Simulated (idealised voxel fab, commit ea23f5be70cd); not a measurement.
Presented below is a process module, voxel tone inversion.
Xsec cut, 225 nm wide, square cell size 5 nm.
When this document writes out a cross-section, it uses a grid of square cells and lists it as bands, beginning at the top and moving down, with a band standing for one or more rows of cells.
A band entry consists of two parts. The first gives the height of the band's top and the height of its bottom, in nm. The rest lists the band's materials from left to right, each with its width in nm. A single material labelled with the word "edge to edge" fills the band from edge to edge, and the word "empty" marks empty space.
Beneath 0, the wafer as received is one material, and that level is where height counting begins. The lowest band goes on downward without a bottom; it is written like "0..down".
Graded width ("30 to 40"): value in top row of band = first number; value in bottom row = second number; row-to-row change constant.
"no change", as given for a step, is the statement that not any cell of the cross-section underwent a change during that step.
In the "Trapped voids" entry, you get each enclosed empty space of 8 cells or more, one with no open way to the top, written width x height at distance, distance from the left edge, in nm.
It should be noted that, on the line of a given step, the content following the step's settings is a remark produced by the simulator itself with respect to that step.
overlay nm: where the mask lay relative to plan, measured to the right, on steps with a mask; negatives go left.
Pairs ahead. Before: cross-section ahead of one process step. After: cross-section once the step is done, shown to the lowest changed band only. Under each pair: that step, with settings. Caution: pairs may come from different runs of this module on the same starting wafer; a pair follows the pair above only where its "Pre-step view" entry says so.

Pre-step view
  0..down  Si edge to edge
  Trapped voids: none

Post-Process Section
  10..0  SiCN edge to edge
  Anything lower than 0 is untouched.
  Trapped voids: none
Step that separates the before view from the after view above: CONFORMAL_DEP with material SiCN, thk nm 10

Pre-step view: see the after view in the pair directly above.

Post-Process Section
  25..10  aC edge to edge
  Anything lower than 10 is untouched.
  Trapped voids: none
Step that separates the before view from the after view above: DIRECTIONAL_DEP with material aC, thk nm 15

Pre-step view: see the after view in the pair directly above.

Post-Process Section
  45..25  40 nm empty, then 20 nm resist, then 20 nm empty, then 20 nm resist, then 20 nm empty, then 20 nm resist, then 20 nm empty, then 20 nm resist, then 45 nm empty
  Anything lower than 25 is untouched.
  Trapped voids: none
Step that separates the before view from the after view above: PATTERN with tone cover, mask id POSTS, material resist, width nm 20, pitch nm 40, thk nm 20, overlay nm 0

Pre-step view: see the after view in the pair directly above.

Post-Process Section
  30..25  40 nm empty, then 20 nm resist, then 20 nm empty, then 20 nm resist, then 20 nm empty, then 20 nm resist, then 20 nm empty, then 20 nm resist, then 45 nm empty
  25..10  40 nm empty, then 20 nm aC, then 20 nm empty, then 20 nm aC, then 20 nm empty, then 20 nm aC, then 20 nm empty, then 20 nm aC, then 45 nm empty
  Anything lower than 10 is untouched.
  Trapped voids: none
Step that separates the before view from the after view above: DIRECTIONAL_ETCH with etch materials aC, depth nm 15

Pre-step view: see the after view in the pair directly above.

Post-Process Section
  25..10  40 nm empty, then 20 nm aC, then 20 nm empty, then 20 nm aC, then 20 nm empty, then 20 nm aC, then 20 nm empty, then 20 nm aC, then 45 nm empty
  Anything lower than 10 is untouched.
  Trapped voids: none
Step that separates the before view from the after view above: STRIP with etch materials resist

Pre-step view: see the after view in the pair directly above.

Post-Process Section
  35..25  SiO2 edge to edge
  25..10  40 nm SiO2, then 20 nm aC, then 20 nm SiO2, then 20 nm aC, then 20 nm SiO2, then 20 nm aC, then 20 nm SiO2, then 20 nm aC, then 45 nm SiO2
  Anything lower than 10 is untouched.
  Trapped voids: none
Step that separates the before view from the after view above: FILL_DEP with material SiO2, thk nm 10

Pre-step view: see the after view in the pair directly above.

Post-Process Section
  25..10  40 nm SiO2, then 20 nm aC, then 20 nm SiO2, then 20 nm aC, then 20 nm SiO2, then 20 nm aC, then 20 nm SiO2, then 20 nm aC, then 45 nm SiO2
  Anything lower than 10 is untouched.
  Trapped voids: none
Step that separates the before view from the after view above: CMP with height nm 25

Pre-step view: see the after view in the pair directly above.

Post-Process Section
  25..10  40 nm SiO2, then 20 nm empty, then 20 nm SiO2, then 20 nm empty, then 20 nm SiO2, then 20 nm empty, then 20 nm SiO2, then 20 nm empty, then 45 nm SiO2
  Anything lower than 10 is untouched.
  Trapped voids: none
Step that separates the before view from the after view above: STRIP with etch materials aC

Pre-step view: see the after view in the pair directly above.

Post-Process Section
  30..25  45 nm TiN, then 10 nm empty, then 30 nm TiN, then 10 nm empty, then 30 nm TiN, then 10 nm empty, then 30 nm TiN, then 10 nm empty, then 50 nm TiN
  25..15  40 nm SiO2, then 5 nm TiN, then 10 nm empty, then 5 nm TiN, then 20 nm SiO2, then 5 nm TiN, then 10 nm empty, then 5 nm TiN, then 20 nm SiO2, then 5 nm TiN, then 10 nm empty, then 5 nm TiN, then 20 nm SiO2, then 5 nm TiN, then 10 nm empty, then 5 nm TiN, then 45 nm SiO2
  15..10  40 nm SiO2, then 20 nm TiN, then 20 nm SiO2, then 20 nm TiN, then 20 nm SiO2, then 20 nm TiN, then 20 nm SiO2, then 20 nm TiN, then 45 nm SiO2
  Anything lower than 10 is untouched.
  Trapped voids: none
Step that separates the before view from the after view above: CONFORMAL_DEP with material TiN, thk nm 5

Pre-step view: see the after view in the pair directly above.

Post-Process Section
  40..30  W edge to edge
  30..25  45 nm TiN, then 10 nm W, then 30 nm TiN, then 10 nm W, then 30 nm TiN, then 10 nm W, then 30 nm TiN, then 10 nm W, then 50 nm TiN
  25..15  40 nm SiO2, then 5 nm TiN, then 10 nm W, then 5 nm TiN, then 20 nm SiO2, then 5 nm TiN, then 10 nm W, then 5 nm TiN, then 20 nm SiO2, then 5 nm TiN, then 10 nm W, then 5 nm TiN, then 20 nm SiO2, then 5 nm TiN, then 10 nm W, then 5 nm TiN, then 45 nm SiO2
  Anything lower than 15 is untouched.
  Trapped voids: none
Step that separates the before view from the after view above: FILL_DEP with material W, thk nm 10

Pre-step view: see the after view in the pair directly above.

Post-Process Section
  25..15  40 nm SiO2, then 5 nm TiN, then 10 nm W, then 5 nm TiN, then 20 nm SiO2, then 5 nm TiN, then 10 nm W, then 5 nm TiN, then 20 nm SiO2, then 5 nm TiN, then 10 nm W, then 5 nm TiN, then 20 nm SiO2, then 5 nm TiN, then 10 nm W, then 5 nm TiN, then 45 nm SiO2
  Anything lower than 15 is untouched.
  Trapped voids: none
Step that separates the before view from the after view above: CMP with height nm 25

Pre-step view: see the after view in the pair directly above.

Post-Process Section
  30..25  SiN edge to edge
  Anything lower than 25 is untouched.
  Trapped voids: none
Step that separates the before view from the after view above: CONFORMAL_DEP with material SiN, thk nm 5

Pre-step view
  0..down  Si edge to edge
  Trapped voids: none

Post-Process Section
  15..0  aC edge to edge
  Anything lower than 0 is untouched.
  Trapped voids: none
Step that separates the before view from the after view above: DIRECTIONAL_DEP with material aC, thk nm 15

Pre-step view: see the after view in the pair directly above.

Post-Process Section
  35..15  40 nm empty, then 20 nm resist, then 20 nm empty, then 20 nm resist, then 20 nm empty, then 20 nm resist, then 20 nm empty, then 20 nm resist, then 45 nm empty
  Anything lower than 15 is untouched.
  Trapped voids: none
Step that separates the before view from the after view above: PATTERN with tone cover, mask id POSTS, material resist, width nm 20, pitch nm 40, thk nm 20, overlay nm 0

Pre-step view: see the after view in the pair directly above.

Post-Process Section
  20..15  40 nm empty, then 20 nm resist, then 20 nm empty, then 20 nm resist, then 20 nm empty, then 20 nm resist, then 20 nm empty, then 20 nm resist, then 45 nm empty
  15..0  40 nm empty, then 20 nm aC, then 20 nm empty, then 20 nm aC, then 20 nm empty, then 20 nm aC, then 20 nm empty, then 20 nm aC, then 45 nm empty
  Anything lower than 0 is untouched.
  Trapped voids: none
Step that separates the before view from the after view above: DIRECTIONAL_ETCH with etch materials aC, depth nm 15

Pre-step view: see the after view in the pair directly above.

Post-Process Section
  15..0  40 nm empty, then 20 nm aC, then 20 nm empty, then 20 nm aC, then 20 nm empty, then 20 nm aC, then 20 nm empty, then 20 nm aC, then 45 nm empty
  Anything lower than 0 is untouched.
  Trapped voids: none
Step that separates the before view from the after view above: STRIP with etch materials resist

Pre-step view: see the after view in the pair directly above.

Post-Process Section
  25..15  SiO2 edge to edge
  15..0  40 nm SiO2, then 20 nm aC, then 20 nm SiO2, then 20 nm aC, then 20 nm SiO2, then 20 nm aC, then 20 nm SiO2, then 20 nm aC, then 45 nm SiO2
  Anything lower than 0 is untouched.
  Trapped voids: none
Step that separates the before view from the after view above: FILL_DEP with material SiO2, thk nm 10

Pre-step view: see the after view in the pair directly above.

Post-Process Section
  30..25  TiN edge to edge
  Anything lower than 25 is untouched.
  Trapped voids: none
Step that separates the before view from the after view above: CONFORMAL_DEP with material TiN, thk nm 5

Pre-step view: see the after view in the pair directly above.

Post-Process Section
  40..30  W edge to edge
  Anything lower than 30 is untouched.
  Trapped voids: none
Step that separates the before view from the after view above: FILL_DEP with material W, thk nm 10

Pre-step view: see the after view in the pair directly above.

Post-Process Section
  25..15  SiO2 edge to edge
  Anything lower than 15 is untouched.
  Trapped voids: none
Step that separates the before view from the after view above: CMP with height nm 25

Pre-step view: see the after view in the pair directly above.

Post-Process Section
  30..25  SiN edge to edge
  Anything lower than 25 is untouched.
  Trapped voids: none
Step that separates the before view from the after view above: CONFORMAL_DEP with material SiN, thk nm 5

Pre-step view
  15..0  aC edge to edge
  0..down  Si edge to edge
  Trapped voids: none

Post-Process Section
  25..15  SiCN edge to edge
  Anything lower than 15 is untouched.
  Trapped voids: none
Step that separates the before view from the after view above: CONFORMAL_DEP with material SiCN, thk nm 10

Pre-step view: see the after view in the pair directly above.

Post-Process Section
  45..25  40 nm empty, then 20 nm resist, then 20 nm empty, then 20 nm resist, then 20 nm empty, then 20 nm resist, then 20 nm empty, then 20 nm resist, then 45 nm empty
  Anything lower than 25 is untouched.
  Trapped voids: none
Step that separates the before view from the after view above: PATTERN with tone cover, mask id POSTS, material resist, width nm 20, pitch nm 40, thk nm 20, overlay nm 0

Pre-step view: see the after view in the pair directly above.

Post-Process Section
  30..25  40 nm empty, then 20 nm resist, then 20 nm empty, then 20 nm resist, then 20 nm empty, then 20 nm resist, then 20 nm empty, then 20 nm resist, then 45 nm empty
  Anything lower than 25 is untouched.
  Trapped voids: none
Step that separates the before view from the after view above: DIRECTIONAL_ETCH with etch materials aC, depth nm 15

Pre-step view: see the after view in the pair directly above.

Post-Process Section
  25..15  SiCN edge to edge
  Anything lower than 15 is untouched.
  Trapped voids: none
Step that separates the before view from the after view above: STRIP with etch materials resist

Pre-step view: see the after view in the pair directly above.

Post-Process Section
  35..25  SiO2 edge to edge
  Anything lower than 25 is untouched.
  Trapped voids: none
Step that separates the before view from the after view above: FILL_DEP with material SiO2, thk nm 10

Pre-step view: see the after view in the pair directly above.

Post-Process Section
  25..15  SiCN edge to edge
  Anything lower than 15 is untouched.
  Trapped voids: none
Step that separates the before view from the after view above: CMP with height nm 25

Pre-step view: see the after view in the pair directly above.

Post-Process Section
  30..25  TiN edge to edge
  Anything lower than 25 is untouched.
  Trapped voids: none
Step that separates the before view from the after view above: CONFORMAL_DEP with material TiN, thk nm 5

Pre-step view: see the after view in the pair directly above.

Post-Process Section
  40..30  W edge to edge
  Anything lower than 30 is untouched.
  Trapped voids: none
Step that separates the before view from the after view above: FILL_DEP with material W, thk nm 10

Pre-step view: see the after view in the pair directly above.

Post-Process Section
  25..15  SiCN edge to edge
  Anything lower than 15 is untouched.
  Trapped voids: none
Step that separates the before view from the after view above: CMP with height nm 25

Pre-step view: see the after view in the pair directly above.

Post-Process Section
  30..25  SiN edge to edge
  Anything lower than 25 is untouched.
  Trapped voids: none
Step that separates the before view from the after view above: CONFORMAL_DEP with material SiN, thk nm 5

Pre-step view
  0..down  Si edge to edge
  Trapped voids: none

Post-Process Section
  5..0  SiCN edge to edge
  Anything lower than 0 is untouched.
  Trapped voids: none
Step that separates the before view from the after view above: CONFORMAL_DEP with material SiCN, thk nm 5

Pre-step view: see the after view in the pair directly above.

Post-Process Section
  20..5  aC edge to edge
  Anything lower than 5 is untouched.
  Trapped voids: none
Step that separates the before view from the after view above: DIRECTIONAL_DEP with material aC, thk nm 15

Pre-step view: see the after view in the pair directly above.

Post-Process Section
  40..20  40 nm empty, then 20 nm resist, then 20 nm empty, then 20 nm resist, then 20 nm empty, then 20 nm resist, then 20 nm empty, then 20 nm resist, then 45 nm empty
  Anything lower than 20 is untouched.
  Trapped voids: none
Step that separates the before view from the after view above: PATTERN with tone cover, mask id POSTS, material resist, width nm 20, pitch nm 40, thk nm 20, overlay nm 0

Pre-step view: see the after view in the pair directly above.

Post-Process Section
  25..20  40 nm empty, then 20 nm resist, then 20 nm empty, then 20 nm resist, then 20 nm empty, then 20 nm resist, then 20 nm empty, then 20 nm resist, then 45 nm empty
  20..5  40 nm empty, then 20 nm aC, then 20 nm empty, then 20 nm aC, then 20 nm empty, then 20 nm aC, then 20 nm empty, then 20 nm aC, then 45 nm empty
  Anything lower than 5 is untouched.
  Trapped voids: none
Step that separates the before view from the after view above: DIRECTIONAL_ETCH with etch materials aC, depth nm 15

Pre-step view: see the after view in the pair directly above.

Post-Process Section
  20..5  40 nm empty, then 20 nm aC, then 20 nm empty, then 20 nm aC, then 20 nm empty, then 20 nm aC, then 20 nm empty, then 20 nm aC, then 45 nm empty
  Anything lower than 5 is untouched.
  Trapped voids: none
Step that separates the before view from the after view above: STRIP with etch materials resist

Pre-step view: see the after view in the pair directly above.

Post-Process Section
  30..20  SiO2 edge to edge
  20..5  40 nm SiO2, then 20 nm aC, then 20 nm SiO2, then 20 nm aC, then 20 nm SiO2, then 20 nm aC, then 20 nm SiO2, then 20 nm aC, then 45 nm SiO2
  Anything lower than 5 is untouched.
  Trapped voids: none
Step that separates the before view from the after view above: FILL_DEP with material SiO2, thk nm 10

Pre-step view: see the after view in the pair directly above.

Post-Process Section
  25..20  SiO2 edge to edge
  Anything lower than 20 is untouched.
  Trapped voids: none
Step that separates the before view from the after view above: CMP with height nm 25

Pre-step view: see the after view in the pair directly above.

Post-Process Section
  30..25  TiN edge to edge
  Anything lower than 25 is untouched.
  Trapped voids: none
Step that separates the before view from the after view above: CONFORMAL_DEP with material TiN, thk nm 5

Pre-step view: see the after view in the pair directly above.

Post-Process Section
  40..30  W edge to edge
  Anything lower than 30 is untouched.
  Trapped voids: none
Step that separates the before view from the after view above: FILL_DEP with material W, thk nm 10

Pre-step view: see the after view in the pair directly above.

Post-Process Section
  25..20  SiO2 edge to edge
  Anything lower than 20 is untouched.
  Trapped voids: none
Step that separates the before view from the after view above: CMP with height nm 25

Pre-step view: see the after view in the pair directly above.

Post-Process Section
  30..25  SiN edge to edge
  Anything lower than 25 is untouched.
  Trapped voids: none
Step that separates the before view from the after view above: CONFORMAL_DEP with material SiN, thk nm 5

Pre-step view
  25..10  aC edge to edge
  10..0  SiCN edge to edge
  0..down  Si edge to edge
  Trapped voids: none

Post-Process Section
  45..25  40 nm empty, then 25 nm resist, then 15 nm empty, then 25 nm resist, then 15 nm empty, then 25 nm resist, then 15 nm empty, then 25 nm resist, then 40 nm empty
  Anything lower than 25 is untouched.
  Trapped voids: none
Step that separates the before view from the after view above: PATTERN with tone cover, mask id POSTS, material resist, width nm 25, pitch nm 40, thk nm 20, overlay nm 0

Pre-step view: see the after view in the pair directly above.

Post-Process Section
  30..25  40 nm empty, then 25 nm resist, then 15 nm empty, then 25 nm resist, then 15 nm empty, then 25 nm resist, then 15 nm empty, then 25 nm resist, then 40 nm empty
  25..10  40 nm empty, then 25 nm aC, then 15 nm empty, then 25 nm aC, then 15 nm empty, then 25 nm aC, then 15 nm empty, then 25 nm aC, then 40 nm empty
  Anything lower than 10 is untouched.
  Trapped voids: none
Step that separates the before view from the after view above: DIRECTIONAL_ETCH with etch materials aC, depth nm 15

Pre-step view: see the after view in the pair directly above.

Post-Process Section
  25..10  40 nm empty, then 25 nm aC, then 15 nm empty, then 25 nm aC, then 15 nm empty, then 25 nm aC, then 15 nm empty, then 25 nm aC, then 40 nm empty
  Anything lower than 10 is untouched.
  Trapped voids: none
Step that separates the before view from the after view above: STRIP with etch materials resist

Pre-step view: see the after view in the pair directly above.

Post-Process Section
  35..25  SiO2 edge to edge
  25..10  40 nm SiO2, then 25 nm aC, then 15 nm SiO2, then 25 nm aC, then 15 nm SiO2, then 25 nm aC, then 15 nm SiO2, then 25 nm aC, then 40 nm SiO2
  Anything lower than 10 is untouched.
  Trapped voids: none
Step that separates the before view from the after view above: FILL_DEP with material SiO2, thk nm 10

Pre-step view: see the after view in the pair directly above.

Post-Process Section
  25..10  40 nm SiO2, then 25 nm aC, then 15 nm SiO2, then 25 nm aC, then 15 nm SiO2, then 25 nm aC, then 15 nm SiO2, then 25 nm aC, then 40 nm SiO2
  Anything lower than 10 is untouched.
  Trapped voids: none
Step that separates the before view from the after view above: CMP with height nm 25

Pre-step view: see the after view in the pair directly above.

Post-Process Section
  25..10  40 nm SiO2, then 25 nm empty, then 15 nm SiO2, then 25 nm empty, then 15 nm SiO2, then 25 nm empty, then 15 nm SiO2, then 25 nm empty, then 40 nm SiO2
  Anything lower than 10 is untouched.
  Trapped voids: none
Step that separates the before view from the after view above: STRIP with etch materials aC

Pre-step view: see the after view in the pair directly above.

Post-Process Section
  30..25  45 nm TiN, then 15 nm empty, then 25 nm TiN, then 15 nm empty, then 25 nm TiN, then 15 nm empty, then 25 nm TiN, then 15 nm empty, then 45 nm TiN
  25..15  40 nm SiO2, then 5 nm TiN, then 15 nm empty, then 5 nm TiN, then 15 nm SiO2, then 5 nm TiN, then 15 nm empty, then 5 nm TiN, then 15 nm SiO2, then 5 nm TiN, then 15 nm empty, then 5 nm TiN, then 15 nm SiO2, then 5 nm TiN, then 15 nm empty, then 5 nm TiN, then 40 nm SiO2
  15..10  40 nm SiO2, then 25 nm TiN, then 15 nm SiO2, then 25 nm TiN, then 15 nm SiO2, then 25 nm TiN, then 15 nm SiO2, then 25 nm TiN, then 40 nm SiO2
  Anything lower than 10 is untouched.
  Trapped voids: none
Step that separates the before view from the after view above: CONFORMAL_DEP with material TiN, thk nm 5

Pre-step view: see the after view in the pair directly above.

Post-Process Section
  40..30  W edge to edge
  30..25  45 nm TiN, then 15 nm W, then 25 nm TiN, then 15 nm W, then 25 nm TiN, then 15 nm W, then 25 nm TiN, then 15 nm W, then 45 nm TiN
  25..15  40 nm SiO2, then 5 nm TiN, then 15 nm W, then 5 nm TiN, then 15 nm SiO2, then 5 nm TiN, then 15 nm W, then 5 nm TiN, then 15 nm SiO2, then 5 nm TiN, then 15 nm W, then 5 nm TiN, then 15 nm SiO2, then 5 nm TiN, then 15 nm W, then 5 nm TiN, then 40 nm SiO2
  Anything lower than 15 is untouched.
  Trapped voids: none
Step that separates the before view from the after view above: FILL_DEP with material W, thk nm 10

Pre-step view: see the after view in the pair directly above.

Post-Process Section
  25..15  40 nm SiO2, then 5 nm TiN, then 15 nm W, then 5 nm TiN, then 15 nm SiO2, then 5 nm TiN, then 15 nm W, then 5 nm TiN, then 15 nm SiO2, then 5 nm TiN, then 15 nm W, then 5 nm TiN, then 15 nm SiO2, then 5 nm TiN, then 15 nm W, then 5 nm TiN, then 40 nm SiO2
  Anything lower than 15 is untouched.
  Trapped voids: none
Step that separates the before view from the after view above: CMP with height nm 25

Pre-step view: see the after view in the pair directly above.

Post-Process Section
  30..25  SiN edge to edge
  Anything lower than 25 is untouched.
  Trapped voids: none
Step that separates the before view from the after view above: CONFORMAL_DEP with material SiN, thk nm 5

Pre-step view
  25..10  aC edge to edge
  10..0  SiCN edge to edge
  0..down  Si edge to edge
  Trapped voids: none

Post-Process Section
  45..25  45 nm empty, then 20 nm resist, then 20 nm empty, then 20 nm resist, then 20 nm empty, then 20 nm resist, then 20 nm empty, then 20 nm resist, then 40 nm empty
  Anything lower than 25 is untouched.
  Trapped voids: none
Step that separates the before view from the after view above: PATTERN with tone cover, mask id POSTS, material resist, width nm 20, pitch nm 40, thk nm 20, overlay nm 5

Pre-step view: see the after view in the pair directly above.

Post-Process Section
  30..25  45 nm empty, then 20 nm resist, then 20 nm empty, then 20 nm resist, then 20 nm empty, then 20 nm resist, then 20 nm empty, then 20 nm resist, then 40 nm empty
  25..10  45 nm empty, then 20 nm aC, then 20 nm empty, then 20 nm aC, then 20 nm empty, then 20 nm aC, then 20 nm empty, then 20 nm aC, then 40 nm empty
  Anything lower than 10 is untouched.
  Trapped voids: none
Step that separates the before view from the after view above: DIRECTIONAL_ETCH with etch materials aC, depth nm 15

Pre-step view: see the after view in the pair directly above.

Post-Process Section
  25..10  45 nm empty, then 20 nm aC, then 20 nm empty, then 20 nm aC, then 20 nm empty, then 20 nm aC, then 20 nm empty, then 20 nm aC, then 40 nm empty
  Anything lower than 10 is untouched.
  Trapped voids: none
Step that separates the before view from the after view above: STRIP with etch materials resist

Pre-step view: see the after view in the pair directly above.

Post-Process Section
  35..25  SiO2 edge to edge
  25..10  45 nm SiO2, then 20 nm aC, then 20 nm SiO2, then 20 nm aC, then 20 nm SiO2, then 20 nm aC, then 20 nm SiO2, then 20 nm aC, then 40 nm SiO2
  Anything lower than 10 is untouched.
  Trapped voids: none
Step that separates the before view from the after view above: FILL_DEP with material SiO2, thk nm 10

Pre-step view: see the after view in the pair directly above.

Post-Process Section
  25..10  45 nm SiO2, then 20 nm aC, then 20 nm SiO2, then 20 nm aC, then 20 nm SiO2, then 20 nm aC, then 20 nm SiO2, then 20 nm aC, then 40 nm SiO2
  Anything lower than 10 is untouched.
  Trapped voids: none
Step that separates the before view from the after view above: CMP with height nm 25

Pre-step view: see the after view in the pair directly above.

Post-Process Section
  25..10  45 nm SiO2, then 20 nm empty, then 20 nm SiO2, then 20 nm empty, then 20 nm SiO2, then 20 nm empty, then 20 nm SiO2, then 20 nm empty, then 40 nm SiO2
  Anything lower than 10 is untouched.
  Trapped voids: none
Step that separates the before view from the after view above: STRIP with etch materials aC

Pre-step view: see the after view in the pair directly above.

Post-Process Section
  30..25  50 nm TiN, then 10 nm empty, then 30 nm TiN, then 10 nm empty, then 30 nm TiN, then 10 nm empty, then 30 nm TiN, then 10 nm empty, then 45 nm TiN
  25..15  45 nm SiO2, then 5 nm TiN, then 10 nm empty, then 5 nm TiN, then 20 nm SiO2, then 5 nm TiN, then 10 nm empty, then 5 nm TiN, then 20 nm SiO2, then 5 nm TiN, then 10 nm empty, then 5 nm TiN, then 20 nm SiO2, then 5 nm TiN, then 10 nm empty, then 5 nm TiN, then 40 nm SiO2
  15..10  45 nm SiO2, then 20 nm TiN, then 20 nm SiO2, then 20 nm TiN, then 20 nm SiO2, then 20 nm TiN, then 20 nm SiO2, then 20 nm TiN, then 40 nm SiO2
  Anything lower than 10 is untouched.
  Trapped voids: none
Step that separates the before view from the after view above: CONFORMAL_DEP with material TiN, thk nm 5

Pre-step view: see the after view in the pair directly above.

Post-Process Section
  40..30  W edge to edge
  30..25  50 nm TiN, then 10 nm W, then 30 nm TiN, then 10 nm W, then 30 nm TiN, then 10 nm W, then 30 nm TiN, then 10 nm W, then 45 nm TiN
  25..15  45 nm SiO2, then 5 nm TiN, then 10 nm W, then 5 nm TiN, then 20 nm SiO2, then 5 nm TiN, then 10 nm W, then 5 nm TiN, then 20 nm SiO2, then 5 nm TiN, then 10 nm W, then 5 nm TiN, then 20 nm SiO2, then 5 nm TiN, then 10 nm W, then 5 nm TiN, then 40 nm SiO2
  Anything lower than 15 is untouched.
  Trapped voids: none
Step that separates the before view from the after view above: FILL_DEP with material W, thk nm 10

Pre-step view: see the after view in the pair directly above.

Post-Process Section
  25..15  45 nm SiO2, then 5 nm TiN, then 10 nm W, then 5 nm TiN, then 20 nm SiO2, then 5 nm TiN, then 10 nm W, then 5 nm TiN, then 20 nm SiO2, then 5 nm TiN, then 10 nm W, then 5 nm TiN, then 20 nm SiO2, then 5 nm TiN, then 10 nm W, then 5 nm TiN, then 40 nm SiO2
  Anything lower than 15 is untouched.
  Trapped voids: none
Step that separates the before view from the after view above: CMP with height nm 25

Pre-step view: see the after view in the pair directly above.

Post-Process Section
  30..25  SiN edge to edge
  Anything lower than 25 is untouched.
  Trapped voids: none
Step that separates the before view from the after view above: CONFORMAL_DEP with material SiN, thk nm 5

Pre-step view
  25..10  40 nm SiO2, then 20 nm aC, then 20 nm SiO2, then 20 nm aC, then 20 nm SiO2, then 20 nm aC, then 20 nm SiO2, then 20 nm aC, then 45 nm SiO2
  10..0  SiCN edge to edge
  0..down  Si edge to edge
  Trapped voids: none

Post-Process Section
  25..10  40 nm empty, then 20 nm aC, then 20 nm empty, then 20 nm aC, then 20 nm empty, then 20 nm aC, then 20 nm empty, then 20 nm aC, then 45 nm empty
  Anything lower than 10 is untouched.
  Trapped voids: none
Step that separates the before view from the after view above: STRIP with etch materials SiO2

Pre-step view: see the after view in the pair directly above.

Post-Process Section
  30..25  35 nm empty, then 30 nm TiN, then 10 nm empty, then 30 nm TiN, then 10 nm empty, then 30 nm TiN, then 10 nm empty, then 30 nm TiN, then 40 nm empty
  25..15  35 nm empty, then 5 nm TiN, then 20 nm aC, then 5 nm TiN, then 10 nm empty, then 5 nm TiN, then 20 nm aC, then 5 nm TiN, then 10 nm empty, then 5 nm TiN, then 20 nm aC, then 5 nm TiN, then 10 nm empty, then 5 nm TiN, then 20 nm aC, then 5 nm TiN, then 40 nm empty
  15..10  40 nm TiN, then 20 nm aC, then 20 nm TiN, then 20 nm aC, then 20 nm TiN, then 20 nm aC, then 20 nm TiN, then 20 nm aC, then 45 nm TiN
  Anything lower than 10 is untouched.
  Trapped voids: none
Step that separates the before view from the after view above: CONFORMAL_DEP with material TiN, thk nm 5

Pre-step view: see the after view in the pair directly above.

Post-Process Section
  40..30  W edge to edge
  30..25  35 nm W, then 30 nm TiN, then 10 nm W, then 30 nm TiN, then 10 nm W, then 30 nm TiN, then 10 nm W, then 30 nm TiN, then 40 nm W
  25..15  35 nm W, then 5 nm TiN, then 20 nm aC, then 5 nm TiN, then 10 nm W, then 5 nm TiN, then 20 nm aC, then 5 nm TiN, then 10 nm W, then 5 nm TiN, then 20 nm aC, then 5 nm TiN, then 10 nm W, then 5 nm TiN, then 20 nm aC, then 5 nm TiN, then 40 nm W
  Anything lower than 15 is untouched.
  Trapped voids: none
Step that separates the before view from the after view above: FILL_DEP with material W, thk nm 10

Pre-step view: see the after view in the pair directly above.

Post-Process Section
  25..15  35 nm W, then 5 nm TiN, then 20 nm aC, then 5 nm TiN, then 10 nm W, then 5 nm TiN, then 20 nm aC, then 5 nm TiN, then 10 nm W, then 5 nm TiN, then 20 nm aC, then 5 nm TiN, then 10 nm W, then 5 nm TiN, then 20 nm aC, then 5 nm TiN, then 40 nm W
  Anything lower than 15 is untouched.
  Trapped voids: none
Step that separates the before view from the after view above: CMP with height nm 25

Pre-step view: see the after view in the pair directly above.

Post-Process Section
  30..25  SiN edge to edge
  Anything lower than 25 is untouched.
  Trapped voids: none
Step that separates the before view from the after view above: CONFORMAL_DEP with material SiN, thk nm 5

Pre-step view
  25..10  aC edge to edge
  10..0  SiCN edge to edge
  0..down  Si edge to edge
  Trapped voids: none

Post-Process Section
  45..25  40 nm resist, then 20 nm empty, then 20 nm resist, then 20 nm empty, then 20 nm resist, then 20 nm empty, then 20 nm resist, then 20 nm empty, then 45 nm resist
  Anything lower than 25 is untouched.
  Trapped voids: none
Step that separates the before view from the after view above: PATTERN with tone open, mask id POSTS, material resist, width nm 20, pitch nm 40, thk nm 20, overlay nm 0

Pre-step view: see the after view in the pair directly above.

Post-Process Section
  30..25  40 nm resist, then 20 nm empty, then 20 nm resist, then 20 nm empty, then 20 nm resist, then 20 nm empty, then 20 nm resist, then 20 nm empty, then 45 nm resist
  25..10  40 nm aC, then 20 nm empty, then 20 nm aC, then 20 nm empty, then 20 nm aC, then 20 nm empty, then 20 nm aC, then 20 nm empty, then 45 nm aC
  Anything lower than 10 is untouched.
  Trapped voids: none
Step that separates the before view from the after view above: DIRECTIONAL_ETCH with etch materials aC, depth nm 15

Pre-step view: see the after view in the pair directly above.

Post-Process Section
  25..10  40 nm aC, then 20 nm empty, then 20 nm aC, then 20 nm empty, then 20 nm aC, then 20 nm empty, then 20 nm aC, then 20 nm empty, then 45 nm aC
  Anything lower than 10 is untouched.
  Trapped voids: none
Step that separates the before view from the after view above: STRIP with etch materials resist

Pre-step view: see the after view in the pair directly above.

Post-Process Section
  35..25  SiO2 edge to edge
  25..10  40 nm aC, then 20 nm SiO2, then 20 nm aC, then 20 nm SiO2, then 20 nm aC, then 20 nm SiO2, then 20 nm aC, then 20 nm SiO2, then 45 nm aC
  Anything lower than 10 is untouched.
  Trapped voids: none
Step that separates the before view from the after view above: FILL_DEP with material SiO2, thk nm 10

Pre-step view: see the after view in the pair directly above.

Post-Process Section
  25..10  40 nm aC, then 20 nm SiO2, then 20 nm aC, then 20 nm SiO2, then 20 nm aC, then 20 nm SiO2, then 20 nm aC, then 20 nm SiO2, then 45 nm aC
  Anything lower than 10 is untouched.
  Trapped voids: none
Step that separates the before view from the after view above: CMP with height nm 25

Pre-step view: see the after view in the pair directly above.

Post-Process Section
  25..10  40 nm empty, then 20 nm SiO2, then 20 nm empty, then 20 nm SiO2, then 20 nm empty, then 20 nm SiO2, then 20 nm empty, then 20 nm SiO2, then 45 nm empty
  Anything lower than 10 is untouched.
  Trapped voids: none
Step that separates the before view from the after view above: STRIP with etch materials aC

Pre-step view: see the after view in the pair directly above.

Post-Process Section
  30..25  35 nm empty, then 30 nm TiN, then 10 nm empty, then 30 nm TiN, then 10 nm empty, then 30 nm TiN, then 10 nm empty, then 30 nm TiN, then 40 nm empty
  25..15  35 nm empty, then 5 nm TiN, then 20 nm SiO2, then 5 nm TiN, then 10 nm empty, then 5 nm TiN, then 20 nm SiO2, then 5 nm TiN, then 10 nm empty, then 5 nm TiN, then 20 nm SiO2, then 5 nm TiN, then 10 nm empty, then 5 nm TiN, then 20 nm SiO2, then 5 nm TiN, then 40 nm empty
  15..10  40 nm TiN, then 20 nm SiO2, then 20 nm TiN, then 20 nm SiO2, then 20 nm TiN, then 20 nm SiO2, then 20 nm TiN, then 20 nm SiO2, then 45 nm TiN
  Anything lower than 10 is untouched.
  Trapped voids: none
Step that separates the before view from the after view above: CONFORMAL_DEP with material TiN, thk nm 5
